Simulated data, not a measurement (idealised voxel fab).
process module | voxel released beams
cross-section cut | 300 nm wide | cells 5 nm
A cross-section is a grid of square cells, given in bands from the top down. A band is one or more rows of cells.
Each band's line starts with the height of the band's top and of its bottom, in nm. Then come its materials from left to right, each with its width in nm. One material with "throughout" fills the band from edge to edge. "air" is empty space.
Height 0 is the level under which the wafer as received is all one material. The lowest band goes on downwards, as in "0 down".
A width such as "30 to 40" changes by the same amount from each row of cells to the next, from the band's top row to its bottom row.
"no change" after a step means that no cell of the cross-section changed.
closed voids: empty space of 8 cells or more with no open way to the top, each as width x height at its distance from the left edge, in nm
after a step's settings: what the simulator itself notes on the step
overlay nm, on a step with a mask: how far to the right of its planned place the mask lay; to the left if negative
plan
1 op RECEIVE | material Si
2 op CONFORMAL_DEP | material SiN | thk nm 5
3 op DIRECTIONAL_DEP | material SiO2 | thk nm 10
4 op DIRECTIONAL_DEP | material aC | thk nm 10
5 op PATTERN | tone open | mask id ANCHOR | material resist | width nm 40 | thk nm 25 | overlay nm 0
6 op DIRECTIONAL_ETCH | etch materials aC | depth nm 10
7 op STRIP | etch materials resist
8 op DIRECTIONAL_ETCH | etch materials SiO2 | depth nm 10
9 op STRIP | etch materials aC
10 op CONFORMAL_DEP | material W | thk nm 15
11 op DIRECTIONAL_DEP | material aC | thk nm 15
12 op PATTERN | tone cover | mask id BEAM | material resist | width nm 90 | thk nm 30 | overlay nm 0
13 op DIRECTIONAL_ETCH | etch materials aC | depth nm 15
14 op STRIP | etch materials resist
15 op DIRECTIONAL_ETCH | etch materials W | depth nm 15
16 op STRIP | etch materials aC
17 op STRIP | etch materials SiO2
as received, after step 1
  0 down: Si throughout
  closed voids: none
a wafer at the end: this start, this plan, one mistake
  25 to 15: air 100 | W 20 | air 10 | W 60 | air 110
  15 to 10: air 100 | W 90 | air 110
  10 to 0: air 105 | W 40 | air 155
  0 down: Si throughout
  closed voids: none
what went wrong: step 2 was left out
